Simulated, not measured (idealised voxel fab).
process module | voxel transistor to metal
cross-section cut | 290 nm wide | cells 5 nm
A cross-section is a grid of square cells, given in bands from the top down. A band is one or more rows of cells.
Each band's line starts with the height of the band's top and of its bottom, in nm. Then come its materials from left to right, each with its width in nm. One material with "throughout" fills the band from edge to edge. "air" is empty space.
Height 0 is the level under which the wafer as received is all one material. The lowest band goes on downwards, as in "0 down".
A width such as "30 to 40" changes by the same amount from each row of cells to the next, from the band's top row to its bottom row.
"no change" after a step means that no cell of the cross-section changed.
closed voids: empty space of 8 cells or more with no open way to the top, each as width x height at its distance from the left edge, in nm
after a step's settings: what the simulator itself notes on the step
overlay nm, on a step with a mask: how far to the right of its planned place the mask lay; to the left if negative
plan
1 op RECEIVE | material Si
2 op CONFORMAL_DEP | material SiO2 | thk nm 5
3 op CONFORMAL_DEP | material SiN | thk nm 15
4 op PATTERN | tone cover | mask id ACTIVE | material resist | width nm 105 | pitch nm 125 | thk nm 15 | overlay nm 0
5 op DIRECTIONAL_ETCH | etch materials SiN | depth nm 15
6 op DIRECTIONAL_ETCH | etch materials SiO2 | depth nm 5
7 op DIRECTIONAL_ETCH | etch materials Si | depth nm 25
8 op STRIP | etch materials resist
9 op FILL_DEP | material SiO2 | thk nm 15
10 op CMP | height nm 20
11 op SELECTIVE_ETCH | etch materials SiO2 | depth nm 5
12 op STRIP | etch materials SiN
13 op SELECTIVE_ETCH | etch materials SiO2 | depth nm 5
14 op OXIDIZE | depth nm 5
15 op DIRECTIONAL_DEP | material polySi | thk nm 30
16 op DIRECTIONAL_DEP | material SiCN | thk nm 15
17 op PATTERN | tone cover | mask id GATE | material resist | width nm 35 | pitch nm 125 | thk nm 15 | overlay nm 0
18 op DIRECTIONAL_ETCH | etch materials SiCN | depth nm 25
19 op DIRECTIONAL_ETCH | etch materials polySi | depth nm 40
20 op STRIP | etch materials resist
21 op CONFORMAL_DEP | material SiN | thk nm 5
22 op DIRECTIONAL_ETCH | etch materials SiN | depth nm 5
23 op DIRECTIONAL_ETCH | etch materials SiO2 | depth nm 5
24 op EPI | material pSi | thk nm 5
25 op FILL_DEP | material SiO2 | thk nm 10
26 op CMP | height nm 30
27 op STRIP | etch materials polySi
28 op SELECTIVE_ETCH | etch materials SiO2 | depth nm 5
29 op CONFORMAL_DEP | material HfO2 | thk nm 5
30 op CONFORMAL_DEP | material TiN | thk nm 5
31 op FILL_DEP | material W | thk nm 5
32 op CMP | height nm 25
33 op DIRECTIONAL_DEP | material SiO2 | thk nm 15
34 op MASKED_ETCH | tone open | mask id CONTACT | width nm 15 | etch materials SiO2 | depth nm 40 | overlay nm 0
35 op CONFORMAL_DEP | material TiN | thk nm 5
36 op FILL_DEP | material Ru | thk nm 5
37 op CMP | height nm 40
38 op CONFORMAL_DEP | material SiCN | thk nm 5
39 op DIRECTIONAL_DEP | material SiO2 | thk nm 25
40 op PATTERN | tone open | mask id METAL_1 | material resist | width nm 15 | thk nm 20 | overlay nm 0
41 op DIRECTIONAL_ETCH | etch materials SiO2 | depth nm 25
42 op DIRECTIONAL_ETCH | etch materials SiCN | depth nm 5
43 op STRIP | etch materials resist
44 op CONFORMAL_DEP | material TiN | thk nm 5
45 op FILL_DEP | material Ru | thk nm 10
46 op CMP | height nm 70
47 op CONFORMAL_DEP | material SiCN | thk nm 5
as received, after step 1
  0 down: Si throughout
  closed voids: none
first wafer at the end, as planned
  75 to 70: SiCN throughout
  70 to 45: SiO2 35 | TiN 5 | Ru 5 | TiN 5 | SiO2 65 | TiN 5 | Ru 5 | TiN 5 | SiO2 30 | TiN 5 | Ru 5 | TiN 5 | SiO2 65 | TiN 5 | Ru 5 | TiN 5 | SiO2 35
  45 to 40: SiCN 35 | TiN 15 | SiCN 65 | TiN 15 | SiCN 30 | TiN 15 | SiCN 65 | TiN 15 | SiCN 35
  40 to 25: SiO2 35 | TiN 5 | Ru 5 | TiN 5 | SiO2 65 | TiN 5 | Ru 5 | TiN 5 | SiO2 30 | TiN 5 | Ru 5 | TiN 5 | SiO2 65 | TiN 5 | Ru 5 | TiN 5 | SiO2 35
  25 to 10: SiO2 35 | TiN 5 | Ru 5 | TiN 5 | SiO2 10 | SiN 5 | HfO2 5 | TiN 5 | W 15 | TiN 5 | HfO2 5 | SiN 5 | SiO2 10 | TiN 5 | Ru 5 | TiN 5 | SiO2 30 | TiN 5 | Ru 5 | TiN 5 | SiO2 10 | SiN 5 | HfO2 5 | TiN 5 | W 15 | TiN 5 | HfO2 5 | SiN 5 | SiO2 10 | TiN 5 | Ru 5 | TiN 5 | SiO2 35
  10 to 5: SiO2 25 | SiN 5 | SiO2 5 | TiN 5 | Ru 5 | TiN 5 | SiO2 10 | SiN 5 | HfO2 5 | TiN 5 | W 15 | TiN 5 | HfO2 5 | SiN 5 | SiO2 10 | TiN 5 | Ru 5 | TiN 5 | SiO2 5 | SiN 5 | SiO2 10 | SiN 5 | SiO2 5 | TiN 5 | Ru 5 | TiN 5 | SiO2 10 | SiN 5 | HfO2 5 | TiN 5 | W 15 | TiN 5 | HfO2 5 | SiN 5 | SiO2 10 | TiN 5 | Ru 5 | TiN 5 | SiO2 5 | SiN 5 | SiO2 25
  5 to 0: SiO2 25 | SiN 5 | SiO2 5 | TiN 15 | SiO2 10 | SiN 5 | HfO2 5 | TiN 25 | HfO2 5 | SiN 5 | SiO2 10 | TiN 15 | SiO2 5 | SiN 5 | SiO2 10 | SiN 5 | SiO2 5 | TiN 15 | SiO2 10 | SiN 5 | HfO2 5 | TiN 25 | HfO2 5 | SiN 5 | SiO2 10 | TiN 15 | SiO2 5 | SiN 5 | SiO2 25
  0 to -5: SiO2 30 | pSi 30 | HfO2 45 | pSi 30 | SiO2 20 | pSi 30 | HfO2 45 | pSi 30 | SiO2 30
  -5 to -25: SiO2 30 | Si 105 | SiO2 20 | Si 105 | SiO2 30
  -25 down: Si throughout
  closed voids: none
second wafer at the end: like start, like plan, one mistake
  75 to 70: SiCN throughout
  70 to 45: SiO2 35 | TiN 5 | Ru 5 | TiN 5 | SiO2 65 | TiN 5 | Ru 5 | TiN 5 | SiO2 30 | TiN 5 | Ru 5 | TiN 5 | SiO2 65 | TiN 5 | Ru 5 | TiN 5 | SiO2 35
  45 to 40: SiCN 35 | TiN 15 | SiCN 65 | TiN 15 | SiCN 30 | TiN 15 | SiCN 65 | TiN 15 | SiCN 35
  40 to 25: SiO2 35 | TiN 5 | Ru 5 | TiN 5 | SiO2 65 | TiN 5 | Ru 5 | TiN 5 | SiO2 30 | TiN 5 | Ru 5 | TiN 5 | SiO2 65 | TiN 5 | Ru 5 | TiN 5 | SiO2 35
  25 to 10: SiO2 35 | TiN 5 | Ru 5 | TiN 5 | SiO2 10 | SiN 5 | HfO2 5 | TiN 5 | W 15 | TiN 5 | HfO2 5 | SiN 5 | SiO2 10 | TiN 5 | Ru 5 | TiN 5 | SiO2 30 | TiN 5 | Ru 5 | TiN 5 | SiO2 10 | SiN 5 | HfO2 5 | TiN 5 | W 15 | TiN 5 | HfO2 5 | SiN 5 | SiO2 10 | TiN 5 | Ru 5 | TiN 5 | SiO2 35
  10 to 5: SiO2 25 | SiN 5 | SiO2 5 | TiN 5 | Ru 5 | TiN 5 | SiO2 10 | SiN 5 | HfO2 5 | TiN 5 | W 15 | TiN 5 | HfO2 5 | SiN 5 | SiO2 10 | TiN 5 | Ru 5 | TiN 5 | SiO2 5 | SiN 5 | SiO2 10 | SiN 5 | SiO2 5 | TiN 5 | Ru 5 | TiN 5 | SiO2 10 | SiN 5 | HfO2 5 | TiN 5 | W 15 | TiN 5 | HfO2 5 | SiN 5 | SiO2 10 | TiN 5 | Ru 5 | TiN 5 | SiO2 5 | SiN 5 | SiO2 25
  5 to 0: SiO2 25 | SiN 5 | SiO2 5 | TiN 15 | SiO2 10 | SiN 5 | HfO2 5 | TiN 25 | HfO2 5 | SiN 5 | SiO2 10 | TiN 15 | SiO2 5 | SiN 5 | SiO2 10 | SiN 5 | SiO2 5 | TiN 15 | SiO2 10 | SiN 5 | HfO2 5 | TiN 25 | HfO2 5 | SiN 5 | SiO2 10 | TiN 15 | SiO2 5 | SiN 5 | SiO2 25
  0 to -5: SiO2 30 | pSi 30 | HfO2 45 | pSi 30 | SiO2 20 | pSi 30 | HfO2 45 | pSi 30 | SiO2 30
  -5 to -50: SiO2 30 | Si 105 | SiO2 20 | Si 105 | SiO2 30
  -50 down: Si throughout
  closed voids: none
what went wrong: step 7 was run twice
at the end the second wafer has, in cells: 80 fewer of Si | 80 more of SiO2
